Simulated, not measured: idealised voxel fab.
process module | voxel plated lines
cross-section cut | 260 nm wide | cells 5 nm
A cross-section is a grid of square cells, given in bands from the top down. A band is one or more rows of cells.
Each band's line starts with the height of the band's top and of its bottom, in nm. Then come its materials from left to right, each with its width in nm. One material with "throughout" fills the band from edge to edge. "air" is empty space.
Height 0 is the level under which the wafer as received is all one material. The lowest band goes on downwards, as in "0 down".
A width such as "30 to 40" changes by the same amount from each row of cells to the next, from the band's top row to its bottom row.
"no change" after a step means that no cell of the cross-section changed.
closed voids: empty space of 8 cells or more with no open way to the top, each as width x height at its distance from the left edge, in nm
after a step's settings: what the simulator itself notes on the step
overlay nm, on a step with a mask: how far to the right of its planned place the mask lay; to the left if negative
Each pair below shows a cross-section before one step and the cross-section after it, down to the lowest band that changed. The line under each pair gives the step between them, with its settings. The pairs can come from different runs of this module on the same starting wafer, so a pair continues from the pair above only where its "before" says so.
before
  0 down: Si throughout
  closed voids: none
after
  10 to 0: SiO2 throughout
  below 0: unchanged
  closed voids: none
the step between: op CONFORMAL_DEP | material SiO2 | thk nm 10
before: the cross-section after the pair above
after
  15 to 10: TiN throughout
  below 10: unchanged
  closed voids: none
the step between: op DIRECTIONAL_DEP | material TiN | thk nm 5
before: the cross-section after the pair above
after
  50 to 15: resist 85 | air 20 | resist 15 | air 20 | resist 15 | air 20 | resist 85
  below 15: unchanged
  closed voids: none
the step between: op PATTERN | tone open | mask id LINES | material resist | width nm 20 | pitch nm 35 | thk nm 35 | overlay nm 0
before: the cross-section after the pair above
after
  50 to 25: resist 85 | air 20 | resist 15 | air 20 | resist 15 | air 20 | resist 85
  25 to 15: resist 85 | Ru 20 | resist 15 | Ru 20 | resist 15 | Ru 20 | resist 85
  below 15: unchanged
  closed voids: none
the step between: op EPI | material Ru | thk nm 10
before: the cross-section after the pair above
after
  50 to 30: resist 85 | air 20 | resist 15 | air 20 | resist 15 | air 20 | resist 85
  30 to 15: resist 85 | Ru 20 | resist 15 | Ru 20 | resist 15 | Ru 20 | resist 85
  below 15: unchanged
  closed voids: none
the step between: op EPI | material Ru | thk nm 5
before: the cross-section after the pair above
after
  50 to 35: resist 85 | air 20 | resist 15 | air 20 | resist 15 | air 20 | resist 85
  35 to 15: resist 85 | Ru 20 | resist 15 | Ru 20 | resist 15 | Ru 20 | resist 85
  below 15: unchanged
  closed voids: none
the step between: op EPI | material Ru | thk nm 5
before: the cross-section after the pair above
after
  35 to 15: air 85 | Ru 20 | air 15 | Ru 20 | air 15 | Ru 20 | air 85
  below 15: unchanged
  closed voids: none
the step between: op STRIP | etch materials resist
before: the cross-section after the pair above
after
  35 to 15: air 85 | Ru 20 | air 15 | Ru 20 | air 15 | Ru 20 | air 85
  15 to 10: air 85 | TiN 20 | air 15 | TiN 20 | air 15 | TiN 20 | air 85
  below 10: unchanged
  closed voids: none
the step between: op DIRECTIONAL_ETCH | etch materials TiN | depth nm 5
before: the cross-section after the pair above
after
  40 to 35: air 80 | SiN 30 | air 5 | SiN 30 | air 5 | SiN 30 | air 80
  35 to 15: air 80 | SiN 5 | Ru 20 | SiN 5 | air 5 | SiN 5 | Ru 20 | SiN 5 | air 5 | SiN 5 | Ru 20 | SiN 5 | air 80
  15 to 10: SiN 85 | TiN 20 | SiN 15 | TiN 20 | SiN 15 | TiN 20 | SiN 85
  below 10: unchanged
  closed voids: none
the step between: op CONFORMAL_DEP | material SiN | thk nm 5
before
  0 down: Si throughout
  closed voids: none
after
  5 to 0: TiN throughout
  below 0: unchanged
  closed voids: none
the step between: op DIRECTIONAL_DEP | material TiN | thk nm 5
before: the cross-section after the pair above
after
  40 to 5: resist 85 | air 20 | resist 15 | air 20 | resist 15 | air 20 | resist 85
  below 5: unchanged
  closed voids: none
the step between: op PATTERN | tone open | mask id LINES | material resist | width nm 20 | pitch nm 35 | thk nm 35 | overlay nm 0
before: the cross-section after the pair above
after
  40 to 15: resist 85 | air 20 | resist 15 | air 20 | resist 15 | air 20 | resist 85
  15 to 5: resist 85 | Ru 20 | resist 15 | Ru 20 | resist 15 | Ru 20 | resist 85
  below 5: unchanged
  closed voids: none
the step between: op EPI | material Ru | thk nm 10
before: the cross-section after the pair above
after
  40 to 20: resist 85 | air 20 | resist 15 | air 20 | resist 15 | air 20 | resist 85
  20 to 5: resist 85 | Ru 20 | resist 15 | Ru 20 | resist 15 | Ru 20 | resist 85
  below 5: unchanged
  closed voids: none
the step between: op EPI | material Ru | thk nm 5
before: the cross-section after the pair above
after
  40 to 25: resist 85 | air 20 | resist 15 | air 20 | resist 15 | air 20 | resist 85
  25 to 5: resist 85 | Ru 20 | resist 15 | Ru 20 | resist 15 | Ru 20 | resist 85
  below 5: unchanged
  closed voids: none
the step between: op EPI | material Ru | thk nm 5
before: the cross-section after the pair above
after
  25 to 5: air 85 | Ru 20 | air 15 | Ru 20 | air 15 | Ru 20 | air 85
  below 5: unchanged
  closed voids: none
the step between: op STRIP | etch materials resist
before: the cross-section after the pair above
after
  25 to 5: air 85 | Ru 20 | air 15 | Ru 20 | air 15 | Ru 20 | air 85
  5 to 0: air 85 | TiN 20 | air 15 | TiN 20 | air 15 | TiN 20 | air 85
  below 0: unchanged
  closed voids: none
the step between: op DIRECTIONAL_ETCH | etch materials TiN | depth nm 5
before: the cross-section after the pair above
after
  30 to 25: air 80 | SiN 30 | air 5 | SiN 30 | air 5 | SiN 30 | air 80
  25 to 5: air 80 | SiN 5 | Ru 20 | SiN 5 | air 5 | SiN 5 | Ru 20 | SiN 5 | air 5 | SiN 5 | Ru 20 | SiN 5 | air 80
  5 to 0: SiN 85 | TiN 20 | SiN 15 | TiN 20 | SiN 15 | TiN 20 | SiN 85
  below 0: unchanged
  closed voids: none
the step between: op CONFORMAL_DEP | material SiN | thk nm 5
before
  50 to 25: resist 85 | air 20 | resist 15 | air 20 | resist 15 | air 20 | resist 85
  25 to 15: resist 85 | Ru 20 | resist 15 | Ru 20 | resist 15 | Ru 20 | resist 85
  15 to 10: TiN throughout
  10 to 0: SiO2 throughout
  0 down: Si throughout
  closed voids: none
after
  50 to 35: resist 85 | air 20 | resist 15 | air 20 | resist 15 | air 20 | resist 85
  35 to 15: resist 85 | Ru 20 | resist 15 | Ru 20 | resist 15 | Ru 20 | resist 85
  below 15: unchanged
  closed voids: none
the step between: op EPI | material Ru | thk nm 10
before: the cross-section after the pair above
after
  50 to 40: resist 85 | air 20 | resist 15 | air 20 | resist 15 | air 20 | resist 85
  40 to 15: resist 85 | Ru 20 | resist 15 | Ru 20 | resist 15 | Ru 20 | resist 85
  below 15: unchanged
  closed voids: none
the step between: op EPI | material Ru | thk nm 5
before: the cross-section after the pair above
after
  50 to 45: resist 85 | air 20 | resist 15 | air 20 | resist 15 | air 20 | resist 85
  45 to 15: resist 85 | Ru 20 | resist 15 | Ru 20 | resist 15 | Ru 20 | resist 85
  below 15: unchanged
  closed voids: none
the step between: op EPI | material Ru | thk nm 5
before: the cross-section after the pair above
after
  45 to 15: air 85 | Ru 20 | air 15 | Ru 20 | air 15 | Ru 20 | air 85
  below 15: unchanged
  closed voids: none
the step between: op STRIP | etch materials resist
before: the cross-section after the pair above
after
  45 to 15: air 85 | Ru 20 | air 15 | Ru 20 | air 15 | Ru 20 | air 85
  15 to 10: air 85 | TiN 20 | air 15 | TiN 20 | air 15 | TiN 20 | air 85
  below 10: unchanged
  closed voids: none
the step between: op DIRECTIONAL_ETCH | etch materials TiN | depth nm 5
before: the cross-section after the pair above
after
  50 to 45: air 80 | SiN 30 | air 5 | SiN 30 | air 5 | SiN 30 | air 80
  45 to 15: air 80 | SiN 5 | Ru 20 | SiN 5 | air 5 | SiN 5 | Ru 20 | SiN 5 | air 5 | SiN 5 | Ru 20 | SiN 5 | air 80
  15 to 10: SiN 85 | TiN 20 | SiN 15 | TiN 20 | SiN 15 | TiN 20 | SiN 85
  below 10: unchanged
  closed voids: none
the step between: op CONFORMAL_DEP | material SiN | thk nm 5
before
  50 to 30: resist 85 | air 20 | resist 15 | air 20 | resist 15 | air 20 | resist 85
  30 to 15: resist 85 | Ru 20 | resist 15 | Ru 20 | resist 15 | Ru 20 | resist 85
  15 to 10: TiN throughout
  10 to 0: SiO2 throughout
  0 down: Si throughout
  closed voids: none
after
  30 to 15: air 85 | Ru 20 | air 15 | Ru 20 | air 15 | Ru 20 | air 85
  below 15: unchanged
  closed voids: none
the step between: op STRIP | etch materials resist
before: the cross-section after the pair above
after
  35 to 20: air 80 | Ru 30 | air 5 | Ru 30 | air 5 | Ru 30 | air 80
  20 to 15: Ru throughout
  below 15: unchanged
  closed voids: none
the step between: op EPI | material Ru | thk nm 5
before: the cross-section after the pair above
after
  40 to 35: air 75 | SiN 110 | air 75
  35 to 25: air 75 | SiN 5 | Ru 30 | SiN 5 | Ru 30 | SiN 5 | Ru 30 | SiN 5 | air 75
  25 to 20: SiN 80 | Ru 30 | SiN 5 | Ru 30 | SiN 5 | Ru 30 | SiN 80
  below 20: unchanged
  closed voids: none
the step between: op CONFORMAL_DEP | material SiN | thk nm 5
before
  0 down: Si throughout
  closed voids: none
after
  15 to 0: SiO2 throughout
  below 0: unchanged
  closed voids: none
the step between: op CONFORMAL_DEP | material SiO2 | thk nm 15
before: the cross-section after the pair above
after
  20 to 15: TiN throughout
  below 15: unchanged
  closed voids: none
the step between: op DIRECTIONAL_DEP | material TiN | thk nm 5
before: the cross-section after the pair above
after
  55 to 20: resist 85 | air 20 | resist 15 | air 20 | resist 15 | air 20 | resist 85
  below 20: unchanged
  closed voids: none
the step between: op PATTERN | tone open | mask id LINES | material resist | width nm 20 | pitch nm 35 | thk nm 35 | overlay nm 0
before: the cross-section after the pair above
after
  55 to 30: resist 85 | air 20 | resist 15 | air 20 | resist 15 | air 20 | resist 85
  30 to 20: resist 85 | Ru 20 | resist 15 | Ru 20 | resist 15 | Ru 20 | resist 85
  below 20: unchanged
  closed voids: none
the step between: op EPI | material Ru | thk nm 10
before: the cross-section after the pair above
after
  55 to 35: resist 85 | air 20 | resist 15 | air 20 | resist 15 | air 20 | resist 85
  35 to 20: resist 85 | Ru 20 | resist 15 | Ru 20 | resist 15 | Ru 20 | resist 85
  below 20: unchanged
  closed voids: none
the step between: op EPI | material Ru | thk nm 5
before: the cross-section after the pair above
after
  55 to 40: resist 85 | air 20 | resist 15 | air 20 | resist 15 | air 20 | resist 85
  40 to 20: resist 85 | Ru 20 | resist 15 | Ru 20 | resist 15 | Ru 20 | resist 85
  below 20: unchanged
  closed voids: none
the step between: op EPI | material Ru | thk nm 5
before: the cross-section after the pair above
after
  40 to 20: air 85 | Ru 20 | air 15 | Ru 20 | air 15 | Ru 20 | air 85
  below 20: unchanged
  closed voids: none
the step between: op STRIP | etch materials resist
before: the cross-section after the pair above
after
  40 to 20: air 85 | Ru 20 | air 15 | Ru 20 | air 15 | Ru 20 | air 85
  20 to 15: air 85 | TiN 20 | air 15 | TiN 20 | air 15 | TiN 20 | air 85
  below 15: unchanged
  closed voids: none
the step between: op DIRECTIONAL_ETCH | etch materials TiN | depth nm 5
before: the cross-section after the pair above
after
  45 to 40: air 80 | SiN 30 | air 5 | SiN 30 | air 5 | SiN 30 | air 80
  40 to 20: air 80 | SiN 5 | Ru 20 | SiN 5 | air 5 | SiN 5 | Ru 20 | SiN 5 | air 5 | SiN 5 | Ru 20 | SiN 5 | air 80
  20 to 15: SiN 85 | TiN 20 | SiN 15 | TiN 20 | SiN 15 | TiN 20 | SiN 85
  below 15: unchanged
  closed voids: none
the step between: op CONFORMAL_DEP | material SiN | thk nm 5
before
  15 to 10: TiN throughout
  10 to 0: SiO2 throughout
  0 down: Si throughout
  closed voids: none
after
  50 to 15: resist 90 | air 15 | resist 20 | air 15 | resist 20 | air 15 | resist 85
  below 15: unchanged
  closed voids: none
the step between: op PATTERN | tone open | mask id LINES | material resist | width nm 15 | pitch nm 35 | thk nm 35 | overlay nm 0
before: the cross-section after the pair above
after
  50 to 25: resist 90 | air 15 | resist 20 | air 15 | resist 20 | air 15 | resist 85
  25 to 15: resist 90 | Ru 15 | resist 20 | Ru 15 | resist 20 | Ru 15 | resist 85
  below 15: unchanged
  closed voids: none
the step between: op EPI | material Ru | thk nm 10
before: the cross-section after the pair above
after
  50 to 30: resist 90 | air 15 | resist 20 | air 15 | resist 20 | air 15 | resist 85
  30 to 15: resist 90 | Ru 15 | resist 20 | Ru 15 | resist 20 | Ru 15 | resist 85
  below 15: unchanged
  closed voids: none
the step between: op EPI | material Ru | thk nm 5
before: the cross-section after the pair above
after
  50 to 35: resist 90 | air 15 | resist 20 | air 15 | resist 20 | air 15 | resist 85
  35 to 15: resist 90 | Ru 15 | resist 20 | Ru 15 | resist 20 | Ru 15 | resist 85
  below 15: unchanged
  closed voids: none
the step between: op EPI | material Ru | thk nm 5
before: the cross-section after the pair above
after
  35 to 15: air 90 | Ru 15 | air 20 | Ru 15 | air 20 | Ru 15 | air 85
  below 15: unchanged
  closed voids: none
the step between: op STRIP | etch materials resist
before: the cross-section after the pair above
after
  35 to 15: air 90 | Ru 15 | air 20 | Ru 15 | air 20 | Ru 15 | air 85
  15 to 10: air 90 | TiN 15 | air 20 | TiN 15 | air 20 | TiN 15 | air 85
  below 10: unchanged
  closed voids: none
the step between: op DIRECTIONAL_ETCH | etch materials TiN | depth nm 5
before: the cross-section after the pair above
after
  40 to 35: air 85 | SiN 25 | air 10 | SiN 25 | air 10 | SiN 25 | air 80
  35 to 15: air 85 | SiN 5 | Ru 15 | SiN 5 | air 10 | SiN 5 | Ru 15 | SiN 5 | air 10 | SiN 5 | Ru 15 | SiN 5 | air 80
  15 to 10: SiN 90 | TiN 15 | SiN 20 | TiN 15 | SiN 20 | TiN 15 | SiN 85
  below 10: unchanged
  closed voids: none
the step between: op CONFORMAL_DEP | material SiN | thk nm 5
before
  15 to 10: TiN throughout
  10 to 0: SiO2 throughout
  0 down: Si throughout
  closed voids: none
after
  50 to 15: resist 90 | air 20 | resist 15 | air 20 | resist 15 | air 20 | resist 80
  below 15: unchanged
  closed voids: none
the step between: op PATTERN | tone open | mask id LINES | material resist | width nm 20 | pitch nm 35 | thk nm 35 | overlay nm 5
before: the cross-section after the pair above
after
  50 to 25: resist 90 | air 20 | resist 15 | air 20 | resist 15 | air 20 | resist 80
  25 to 15: resist 90 | Ru 20 | resist 15 | Ru 20 | resist 15 | Ru 20 | resist 80
  below 15: unchanged
  closed voids: none
the step between: op EPI | material Ru | thk nm 10
before: the cross-section after the pair above
after
  50 to 30: resist 90 | air 20 | resist 15 | air 20 | resist 15 | air 20 | resist 80
  30 to 15: resist 90 | Ru 20 | resist 15 | Ru 20 | resist 15 | Ru 20 | resist 80
  below 15: unchanged
  closed voids: none
the step between: op EPI | material Ru | thk nm 5
before: the cross-section after the pair above
after
  50 to 35: resist 90 | air 20 | resist 15 | air 20 | resist 15 | air 20 | resist 80
  35 to 15: resist 90 | Ru 20 | resist 15 | Ru 20 | resist 15 | Ru 20 | resist 80
  below 15: unchanged
  closed voids: none
the step between: op EPI | material Ru | thk nm 5
before: the cross-section after the pair above
after
  35 to 15: air 90 | Ru 20 | air 15 | Ru 20 | air 15 | Ru 20 | air 80
  below 15: unchanged
  closed voids: none
the step between: op STRIP | etch materials resist
before: the cross-section after the pair above
after
  35 to 15: air 90 | Ru 20 | air 15 | Ru 20 | air 15 | Ru 20 | air 80
  15 to 10: air 90 | TiN 20 | air 15 | TiN 20 | air 15 | TiN 20 | air 80
  below 10: unchanged
  closed voids: none
the step between: op DIRECTIONAL_ETCH | etch materials TiN | depth nm 5
before: the cross-section after the pair above
after
  40 to 35: air 85 | SiN 30 | air 5 | SiN 30 | air 5 | SiN 30 | air 75
  35 to 15: air 85 | SiN 5 | Ru 20 | SiN 5 | air 5 | SiN 5 | Ru 20 | SiN 5 | air 5 | SiN 5 | Ru 20 | SiN 5 | air 75
  15 to 10: SiN 90 | TiN 20 | SiN 15 | TiN 20 | SiN 15 | TiN 20 | SiN 80
  below 10: unchanged
  closed voids: none
the step between: op CONFORMAL_DEP | material SiN | thk nm 5
before
  35 to 15: air 85 | Ru 20 | air 15 | Ru 20 | air 15 | Ru 20 | air 85
  15 to 10: air 85 | TiN 20 | air 15 | TiN 20 | air 15 | TiN 20 | air 85
  10 to 0: SiO2 throughout
  0 down: Si throughout
  closed voids: none
after
  40 to 35: air 80 | SiO2 30 | air 5 | SiO2 30 | air 5 | SiO2 30 | air 80
  35 to 15: air 80 | SiO2 5 | Ru 20 | SiO2 5 | air 5 | SiO2 5 | Ru 20 | SiO2 5 | air 5 | SiO2 5 | Ru 20 | SiO2 5 | air 80
  15 to 10: SiO2 85 | TiN 20 | SiO2 15 | TiN 20 | SiO2 15 | TiN 20 | SiO2 85
  below 10: unchanged
  closed voids: none
the step between: op CONFORMAL_DEP | material SiO2 | thk nm 5
before
  15 to 10: TiN throughout
  10 to 0: SiO2 throughout
  0 down: Si throughout
  closed voids: none
after
  50 to 15: air 85 | resist 20 | air 15 | resist 20 | air 15 | resist 20 | air 85
  below 15: unchanged
  closed voids: none
the step between: op PATTERN | tone cover | mask id LINES | material resist | width nm 20 | pitch nm 35 | thk nm 35 | overlay nm 0
before: the cross-section after the pair above
after
  50 to 25: air 85 | resist 20 | air 15 | resist 20 | air 15 | resist 20 | air 85
  25 to 15: Ru 85 | resist 20 | Ru 15 | resist 20 | Ru 15 | resist 20 | Ru 85
  below 15: unchanged
  closed voids: none
the step between: op EPI | material Ru | thk nm 10
before: the cross-section after the pair above
after
  50 to 30: air 85 | resist 20 | air 15 | resist 20 | air 15 | resist 20 | air 85
  30 to 15: Ru 85 | resist 20 | Ru 15 | resist 20 | Ru 15 | resist 20 | Ru 85
  below 15: unchanged
  closed voids: none
the step between: op EPI | material Ru | thk nm 5
before: the cross-section after the pair above
after
  50 to 35: air 85 | resist 20 | air 15 | resist 20 | air 15 | resist 20 | air 85
  35 to 15: Ru 85 | resist 20 | Ru 15 | resist 20 | Ru 15 | resist 20 | Ru 85
  below 15: unchanged
  closed voids: none
the step between: op EPI | material Ru | thk nm 5
before: the cross-section after the pair above
after
  35 to 15: Ru 85 | air 20 | Ru 15 | air 20 | Ru 15 | air 20 | Ru 85
  below 15: unchanged
  closed voids: none
the step between: op STRIP | etch materials resist
before: the cross-section after the pair above
after
  35 to 15: Ru 85 | air 20 | Ru 15 | air 20 | Ru 15 | air 20 | Ru 85
  15 to 10: TiN 85 | air 20 | TiN 15 | air 20 | TiN 15 | air 20 | TiN 85
  below 10: unchanged
  closed voids: none
the step between: op DIRECTIONAL_ETCH | etch materials TiN | depth nm 5
before: the cross-section after the pair above
after
  40 to 35: SiN 90 | air 10 | SiN 25 | air 10 | SiN 25 | air 10 | SiN 90
  35 to 15: Ru 85 | SiN 5 | air 10 | SiN 5 | Ru 15 | SiN 5 | air 10 | SiN 5 | Ru 15 | SiN 5 | air 10 | SiN 5 | Ru 85
  15 to 10: TiN 85 | SiN 20 | TiN 15 | SiN 20 | TiN 15 | SiN 20 | TiN 85
  below 10: unchanged
  closed voids: none
the step between: op CONFORMAL_DEP | material SiN | thk nm 5
